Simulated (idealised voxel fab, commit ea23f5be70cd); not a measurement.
You're looking at the process module voxel self aligned contacts.
Square cells of 5 nm make up the cross-section cut, whose width is 155 nm.
Just so we're on the same page, the cross-sections are grids of square cells, and they're listed out in bands top to bottom, each band one or more rows deep.
The entry gives the band's vertical extent as a top height and a bottom height in nm, then its horizontal make-up as materials from left to right, each with a width in nm. "air" stands for empty space; a single material marked "edge to edge" fills the band edge to edge.
Height is counted from the level 0, under which the received wafer is composed throughout of one material. The lowest of the bands is not closed at the bottom but continues downward, in the notation "0..down".
A width given as "30 to 40" starts at the first number in the band's top row and ends at the second number in its bottom row, shifting by an equal amount at every step from row to row.
"left unchanged" for a step: no cell of the cross-section changed in that step.
Entry "Entrapped voids" = empty spaces >= 8 cells with no open way to the top; each as width x height at distance, distance from left edge, all nm.
If you see something after the settings on a step's line, that's the simulator's own remark about that step.
overlay nm: right-of-plan distance of the mask on a masked step; negative values mean left-of-plan.

**List of planned process steps**
1,RECEIVE: material Si
2,OXIDIZE: depth nm 5
3,DIRECTIONAL_DEP: material polySi, thk nm 30
4,DIRECTIONAL_DEP: material SiN, thk nm 15
5,PATTERN: tone cover, mask id GATE, material resist, width nm 25, pitch nm 50, thk nm 15, overlay nm 0
6,DIRECTIONAL_ETCH: etch materials SiN, depth nm 15
7,DIRECTIONAL_ETCH: etch materials polySi, depth nm 30
8,STRIP: etch materials resist
9,CONFORMAL_DEP: material SiN, thk nm 5
10,DIRECTIONAL_ETCH: etch materials SiN, depth nm 5
11,FILL_DEP: material SiO2, thk nm 15
12,CMP: height nm 50
13,PATTERN: tone open, mask id CONTACT, material resist, width nm 35, thk nm 20, overlay nm 0
14,DIRECTIONAL_ETCH: etch materials SiO2, depth nm 55
15,STRIP: etch materials resist
16,CONFORMAL_DEP: material TiN, thk nm 5
17,FILL_DEP: material Ru, thk nm 10
18,CMP: height nm 50
19,CONFORMAL_DEP: material SiCN, thk nm 5

**The first of a set of two wafers, run to plan**

**Cross-section of the incoming wafer, state after step 1**
> 0..down  Si edge to edge
> Entrapped voids: none

**Step 2 complete: cross-section through the wafer**
> 0..-5  SiO2 edge to edge
> Below -5, no change.

**Step 3 complete: cross-section through the wafer**
> 30..0  polySi edge to edge
> Below 0, no change.

**Step 4 complete: cross-section through the wafer**
> 45..30  SiN edge to edge
> Below 30, no change.

**Step 5 complete: cross-section through the wafer**
> 60..45  40 air | 25 resist | 25 air | 25 resist | 40 air
> Below 45, no change.

**Step 6 complete: cross-section through the wafer**
> 60..45  40 air | 25 resist | 25 air | 25 resist | 40 air
> 45..30  40 air | 25 SiN | 25 air | 25 SiN | 40 air
> Below 30, no change.

**Step 7 complete: cross-section through the wafer**
> 60..45  40 air | 25 resist | 25 air | 25 resist | 40 air
> 45..30  40 air | 25 SiN | 25 air | 25 SiN | 40 air
> 30..0  40 air | 25 polySi | 25 air | 25 polySi | 40 air
> Below 0, no change.

**Step 8 complete: cross-section through the wafer**
> 45..30  40 air | 25 SiN | 25 air | 25 SiN | 40 air
> Below 30, no change.

**Step 9 complete: cross-section through the wafer**
> 50..30  35 air | 35 SiN | 15 air | 35 SiN | 35 air
> 30..5  35 air | 5 SiN | 25 polySi | 5 SiN | 15 air | 5 SiN | 25 polySi | 5 SiN | 35 air
> 5..0  40 SiN | 25 polySi | 25 SiN | 25 polySi | 40 SiN
> Below 0, no change.

**Step 10 complete: cross-section through the wafer**
> 45..30  35 air | 35 SiN | 15 air | 35 SiN | 35 air
> 30..0  35 air | 5 SiN | 25 polySi | 5 SiN | 15 air | 5 SiN | 25 polySi | 5 SiN | 35 air
> Below 0, no change.

**Step 11 complete: cross-section through the wafer**
> 60..45  SiO2 edge to edge
> 45..30  35 SiO2 | 35 SiN | 15 SiO2 | 35 SiN | 35 SiO2
> 30..0  35 SiO2 | 5 SiN | 25 polySi | 5 SiN | 15 SiO2 | 5 SiN | 25 polySi | 5 SiN | 35 SiO2
> Below 0, no change.

**Step 12 complete: cross-section through the wafer**
> 50..45  SiO2 edge to edge
> Below 45, no change.

**Step 13 complete: cross-section through the wafer**
> 70..50  60 resist | 35 air | 60 resist
> Below 50, no change.

**Step 14 complete: cross-section through the wafer**
> 70..50  60 resist | 35 air | 60 resist
> 50..45  60 SiO2 | 35 air | 60 SiO2
> 45..30  35 SiO2 | 35 SiN | 15 air | 35 SiN | 35 SiO2
> 30..0  35 SiO2 | 5 SiN | 25 polySi | 5 SiN | 15 air | 5 SiN | 25 polySi | 5 SiN | 35 SiO2
> 0..-5  70 SiO2 | 15 air | 70 SiO2
> Below -5, no change.

**Step 15 complete: cross-section through the wafer**
> 50..45  60 SiO2 | 35 air | 60 SiO2
> Below 45, no change.

**Step 16 complete: cross-section through the wafer**
> 55..50  65 TiN | 25 air | 65 TiN
> 50..45  60 SiO2 | 15 TiN | 5 air | 15 TiN | 60 SiO2
> 45..30  35 SiO2 | 35 SiN | 5 TiN | 5 air | 5 TiN | 35 SiN | 35 SiO2
> 30..0  35 SiO2 | 5 SiN | 25 polySi | 5 SiN | 5 TiN | 5 air | 5 TiN | 5 SiN | 25 polySi | 5 SiN | 35 SiO2
> 0..-5  70 SiO2 | 15 TiN | 70 SiO2
> Below -5, no change.

**Step 17 complete: cross-section through the wafer**
> 65..55  Ru edge to edge
> 55..50  65 TiN | 25 Ru | 65 TiN
> 50..45  60 SiO2 | 15 TiN | 5 Ru | 15 TiN | 60 SiO2
> 45..30  35 SiO2 | 35 SiN | 5 TiN | 5 Ru | 5 TiN | 35 SiN | 35 SiO2
> 30..0  35 SiO2 | 5 SiN | 25 polySi | 5 SiN | 5 TiN | 5 Ru | 5 TiN | 5 SiN | 25 polySi | 5 SiN | 35 SiO2
> Below 0, no change.

**Step 18 complete: cross-section through the wafer**
> 50..45  60 SiO2 | 15 TiN | 5 Ru | 15 TiN | 60 SiO2
> Below 45, no change.

**Step 19 complete: cross-section through the wafer**
> 55..50  SiCN edge to edge
> Below 50, no change.

**The second wafer was prepared from the same starting point and under the same plan as the first; its processing contained one mistake, and it remains indistinguishable from the first wafer up to and including step 8**

**Second wafer at the planned finish of step 9, seen in cross-section**
> 50..45  35 air | 35 SiO2 | 15 air | 35 SiO2 | 35 air
> 45..30  35 air | 5 SiO2 | 25 SiN | 5 SiO2 | 15 air | 5 SiO2 | 25 SiN | 5 SiO2 | 35 air
> 30..5  35 air | 5 SiO2 | 25 polySi | 5 SiO2 | 15 air | 5 SiO2 | 25 polySi | 5 SiO2 | 35 air
> 5..0  40 SiO2 | 25 polySi | 25 SiO2 | 25 polySi | 40 SiO2
> Below 0, no change.

Second wafer at the planned finish of step 10, seen in cross-section: left unchanged

**Second wafer at the planned finish of step 11, seen in cross-section**
> 65..45  SiO2 edge to edge
> 45..30  40 SiO2 | 25 SiN | 25 SiO2 | 25 SiN | 40 SiO2
> 30..0  40 SiO2 | 25 polySi | 25 SiO2 | 25 polySi | 40 SiO2
> Below 0, no change.

**Second wafer at the planned finish of step 12, seen in cross-section**
> 50..45  SiO2 edge to edge
> Below 45, no change.

**Second wafer at the planned finish of step 13, seen in cross-section**
> 70..50  60 resist | 35 air | 60 resist
> Below 50, no change.

**Second wafer at the planned finish of step 14, seen in cross-section**
> 70..50  60 resist | 35 air | 60 resist
> 50..45  60 SiO2 | 35 air | 60 SiO2
> 45..30  40 SiO2 | 25 SiN | 25 air | 25 SiN | 40 SiO2
> 30..0  40 SiO2 | 25 polySi | 25 air | 25 polySi | 40 SiO2
> 0..-5  65 SiO2 | 25 air | 65 SiO2
> Below -5, no change.

**Second wafer at the planned finish of step 15, seen in cross-section**
> 50..45  60 SiO2 | 35 air | 60 SiO2
> Below 45, no change.

**Second wafer at the planned finish of step 16, seen in cross-section**
> 55..50  65 TiN | 25 air | 65 TiN
> 50..45  60 SiO2 | 10 TiN | 15 air | 10 TiN | 60 SiO2
> 45..30  40 SiO2 | 25 SiN | 5 TiN | 15 air | 5 TiN | 25 SiN | 40 SiO2
> 30..0  40 SiO2 | 25 polySi | 5 TiN | 15 air | 5 TiN | 25 polySi | 40 SiO2
> 0..-5  65 SiO2 | 25 TiN | 65 SiO2
> Below -5, no change.

**Second wafer at the planned finish of step 17, seen in cross-section**
> 65..55  Ru edge to edge
> 55..50  65 TiN | 25 Ru | 65 TiN
> 50..45  60 SiO2 | 10 TiN | 15 Ru | 10 TiN | 60 SiO2
> 45..30  40 SiO2 | 25 SiN | 5 TiN | 15 Ru | 5 TiN | 25 SiN | 40 SiO2
> 30..0  40 SiO2 | 25 polySi | 5 TiN | 15 Ru | 5 TiN | 25 polySi | 40 SiO2
> Below 0, no change.

**Second wafer at the planned finish of step 18, seen in cross-section**
> 50..45  60 SiO2 | 10 TiN | 15 Ru | 10 TiN | 60 SiO2
> Below 45, no change.

**Second wafer at the planned finish of step 19, seen in cross-section**
> 55..50  SiCN edge to edge
> Below 50, no change.
Heads up, the wafer didn't run the way we planned it: step 9 off recipe, ran as CONFORMAL_DEP: material SiO2, thk nm 5
End check, counted in cells, second wafer has more or fewer of these materials than the first: Ru: 20 more; SiN: 36 fewer; SiO2: 16 more
